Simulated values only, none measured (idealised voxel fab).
Process module heading - voxel double patterning
Xsec cut, 240 nm wide, square cell size 5 nm.
Cross-section spec: square-cell grid; bands listed top down; each band is one or more rows. In this notation a band is specified by the heights of its top and bottom, in that order and in nm, after which its materials appear from left to right, each paired with its width in nm. The word "everywhere" attached to a single material means that material fills the band from edge to edge; the word "empty" stands for empty space. Convention: height 0 is the level below which the wafer, as received, is all one material. The lowest band does not terminate at the bottom but continues downward, represented as "0 -> down". Think of "30->40" as a width that walks from the first number to the second as you go down the band, top row to bottom row, taking equal-sized steps from row to row. "same as before" for a step: no cell of the cross-section changed in that step. The entry "Voids, enclosed" lists the empty spaces that cover at least 8 cells and have no open path to the top. Each is written as width x height at distance, where the distance is measured from the left edge and all three values are in nm. Text after the settings on a step's line: the simulator's own remark on that step. You can add "overlay nm" to a step's line. For a step with a mask, it describes how far the mask lay to the right of its planned position, and a negative number describes a lay to the left.
PROCESS STEPS FORESEEN IN THE PLAN
| 1 | RECEIVE [material Si] |
| 2 | CONFORMAL_DEP [material SiO2] [thk nm 5] |
| 3 | DIRECTIONAL_DEP [material TiN] [thk nm 20] |
| 4 | DIRECTIONAL_DEP [material SiCN] [thk nm 10] |
| 5 | DIRECTIONAL_DEP [material aC] [thk nm 10] |
| 6 | PATTERN [tone open] [mask id FIRST] [material resist] [width nm 15] [pitch nm 50] [thk nm 25] [overlay nm 0] |
| 7 | DIRECTIONAL_ETCH [etch materials aC] [depth nm 10] |
| 8 | STRIP [etch materials resist] |
| 9 | DIRECTIONAL_ETCH [etch materials SiCN] [depth nm 10] |
| 10 | STRIP [etch materials aC] |
| 11 | PATTERN [tone open] [mask id SECOND] [material resist] [width nm 15] [pitch nm 50] [thk nm 20] [overlay nm 0] |
| 12 | DIRECTIONAL_ETCH [etch materials SiCN] [depth nm 10] |
| 13 | STRIP [etch materials resist] |
| 14 | DIRECTIONAL_ETCH [etch materials TiN] [depth nm 20] |
| 15 | STRIP [etch materials SiCN] |
FIRST OF TWO WAFERS, PROCESSED ACCORDING TO PLAN
SO THIS IS THE INCOMING WAFER IN CROSS-SECTION - IT'S ALREADY BEEN THROUGH STEP 1
> 0 -> down  Si everywhere
> Voids, enclosed: none
UPON COMPLETION OF STEP 2, THE WAFER APPEARS IN CROSS-SECTION AS SHOWN
> 5 -> 0  SiO2 everywhere
> Nothing below the height 0 has changed.
UPON COMPLETION OF STEP 3, THE WAFER APPEARS IN CROSS-SECTION AS SHOWN
> 25 -> 5  TiN everywhere
> Nothing below the height 5 has changed.
UPON COMPLETION OF STEP 4, THE WAFER APPEARS IN CROSS-SECTION AS SHOWN
> 35 -> 25  SiCN everywhere
> Nothing below the height 25 has changed.
UPON COMPLETION OF STEP 5, THE WAFER APPEARS IN CROSS-SECTION AS SHOWN
> 45 -> 35  aC everywhere
> Nothing below the height 35 has changed.
UPON COMPLETION OF STEP 6, THE WAFER APPEARS IN CROSS-SECTION AS SHOWN
> 70 -> 45  resist=60  empty=15  resist=35  empty=15  resist=35  empty=15  resist=65
> Nothing below the height 45 has changed.
UPON COMPLETION OF STEP 7, THE WAFER APPEARS IN CROSS-SECTION AS SHOWN
> 60 -> 45  resist=60  empty=15  resist=35  empty=15  resist=35  empty=15  resist=65
> 45 -> 35  aC=60  empty=15  aC=35  empty=15  aC=35  empty=15  aC=65
> Nothing below the height 35 has changed.
UPON COMPLETION OF STEP 8, THE WAFER APPEARS IN CROSS-SECTION AS SHOWN
> 45 -> 35  aC=60  empty=15  aC=35  empty=15  aC=35  empty=15  aC=65
> Nothing below the height 35 has changed.
UPON COMPLETION OF STEP 9, THE WAFER APPEARS IN CROSS-SECTION AS SHOWN
> 45 -> 35  aC=60  empty=15  aC=35  empty=15  aC=35  empty=15  aC=65
> 35 -> 25  SiCN=60  empty=15  SiCN=35  empty=15  SiCN=35  empty=15  SiCN=65
> Nothing below the height 25 has changed.
UPON COMPLETION OF STEP 10, THE WAFER APPEARS IN CROSS-SECTION AS SHOWN
> 35 -> 25  SiCN=60  empty=15  SiCN=35  empty=15  SiCN=35  empty=15  SiCN=65
> Nothing below the height 25 has changed.
UPON COMPLETION OF STEP 11, THE WAFER APPEARS IN CROSS-SECTION AS SHOWN
> 55 -> 35  resist=85  empty=15  resist=35  empty=15  resist=90
> 35 -> 25  SiCN=60  resist=15  SiCN=35  resist=15  SiCN=35  resist=15  SiCN=65
> Nothing below the height 25 has changed.
UPON COMPLETION OF STEP 12, THE WAFER APPEARS IN CROSS-SECTION AS SHOWN
> 55 -> 35  resist=85  empty=15  resist=35  empty=15  resist=90
> 35 -> 25  SiCN=60  resist=15  SiCN=10  empty=15  SiCN=10  resist=15  SiCN=10  empty=15  SiCN=10  resist=15  SiCN=65
> Nothing below the height 25 has changed.
UPON COMPLETION OF STEP 13, THE WAFER APPEARS IN CROSS-SECTION AS SHOWN
> 35 -> 25  SiCN=60  empty=15  SiCN=10  empty=15  SiCN=10  empty=15  SiCN=10  empty=15  SiCN=10  empty=15  SiCN=65
> Nothing below the height 25 has changed.
UPON COMPLETION OF STEP 14, THE WAFER APPEARS IN CROSS-SECTION AS SHOWN
> 35 -> 25  SiCN=60  empty=15  SiCN=10  empty=15  SiCN=10  empty=15  SiCN=10  empty=15  SiCN=10  empty=15  SiCN=65
> 25 -> 5  TiN=60  empty=15  TiN=10  empty=15  TiN=10  empty=15  TiN=10  empty=15  TiN=10  empty=15  TiN=65
> Nothing below the height 5 has changed.
UPON COMPLETION OF STEP 15, THE WAFER APPEARS IN CROSS-SECTION AS SHOWN
> 25 -> 5  TiN=60  empty=15  TiN=10  empty=15  TiN=10  empty=15  TiN=10  empty=15  TiN=10  empty=15  TiN=65
> Nothing below the height 5 has changed.
NOW THE OTHER WAFER: SAME START, SAME RECIPE, BUT WE MESSED UP ONE THING WHEN RUNNING IT. UP TO AND INCLUDING STEP 2 IT'S THE SAME AS THE FIRST ONE
SECOND WAFER CROSS-SECTION, TAKEN AS OF THE TIME THE PLAN SETS FOR STEP 3 TO BE DONE
> 25 -> 0  SiO2 everywhere
> Nothing below the height 0 has changed.
SECOND WAFER CROSS-SECTION, TAKEN AS OF THE TIME THE PLAN SETS FOR STEP 4 TO BE DONE
> 35 -> 25  SiCN everywhere
> Nothing below the height 25 has changed.
SECOND WAFER CROSS-SECTION, TAKEN AS OF THE TIME THE PLAN SETS FOR STEP 5 TO BE DONE
> 45 -> 35  aC everywhere
> Nothing below the height 35 has changed.
SECOND WAFER CROSS-SECTION, TAKEN AS OF THE TIME THE PLAN SETS FOR STEP 6 TO BE DONE
> 70 -> 45  resist=60  empty=15  resist=35  empty=15  resist=35  empty=15  resist=65
> Nothing below the height 45 has changed.
SECOND WAFER CROSS-SECTION, TAKEN AS OF THE TIME THE PLAN SETS FOR STEP 7 TO BE DONE
> 60 -> 45  resist=60  empty=15  resist=35  empty=15  resist=35  empty=15  resist=65
> 45 -> 35  aC=60  empty=15  aC=35  empty=15  aC=35  empty=15  aC=65
> Nothing below the height 35 has changed.
SECOND WAFER CROSS-SECTION, TAKEN AS OF THE TIME THE PLAN SETS FOR STEP 8 TO BE DONE
> 45 -> 35  aC=60  empty=15  aC=35  empty=15  aC=35  empty=15  aC=65
> Nothing below the height 35 has changed.
SECOND WAFER CROSS-SECTION, TAKEN AS OF THE TIME THE PLAN SETS FOR STEP 9 TO BE DONE
> 45 -> 35  aC=60  empty=15  aC=35  empty=15  aC=35  empty=15  aC=65
> 35 -> 25  SiCN=60  empty=15  SiCN=35  empty=15  SiCN=35  empty=15  SiCN=65
> Nothing below the height 25 has changed.
SECOND WAFER CROSS-SECTION, TAKEN AS OF THE TIME THE PLAN SETS FOR STEP 10 TO BE DONE
> 35 -> 25  SiCN=60  empty=15  SiCN=35  empty=15  SiCN=35  empty=15  SiCN=65
> Nothing below the height 25 has changed.
SECOND WAFER CROSS-SECTION, TAKEN AS OF THE TIME THE PLAN SETS FOR STEP 11 TO BE DONE
> 55 -> 35  resist=85  empty=15  resist=35  empty=15  resist=90
> 35 -> 25  SiCN=60  resist=15  SiCN=35  resist=15  SiCN=35  resist=15  SiCN=65
> Nothing below the height 25 has changed.
SECOND WAFER CROSS-SECTION, TAKEN AS OF THE TIME THE PLAN SETS FOR STEP 12 TO BE DONE
> 55 -> 35  resist=85  empty=15  resist=35  empty=15  resist=90
> 35 -> 25  SiCN=60  resist=15  SiCN=10  empty=15  SiCN=10  resist=15  SiCN=10  empty=15  SiCN=10  resist=15  SiCN=65
> Nothing below the height 25 has changed.
SECOND WAFER CROSS-SECTION, TAKEN AS OF THE TIME THE PLAN SETS FOR STEP 13 TO BE DONE
> 35 -> 25  SiCN=60  empty=15  SiCN=10  empty=15  SiCN=10  empty=15  SiCN=10  empty=15  SiCN=10  empty=15  SiCN=65
> Nothing below the height 25 has changed.
Second wafer cross-section, taken as of the time the plan sets for step 14 to be done: same as before
SECOND WAFER CROSS-SECTION, TAKEN AS OF THE TIME THE PLAN SETS FOR STEP 15 TO BE DONE
> 25 -> 0  SiO2 everywhere
> Nothing below the height 0 has changed.
The mistake made against the process plan was this: contrary to plan, step 3 was performed as DIRECTIONAL_DEP [material SiO2] [thk nm 20]
In the final state, the cell counts of the second wafer exceed or fall short of those of the first for the following materials: SiO2 +192, TiN -132
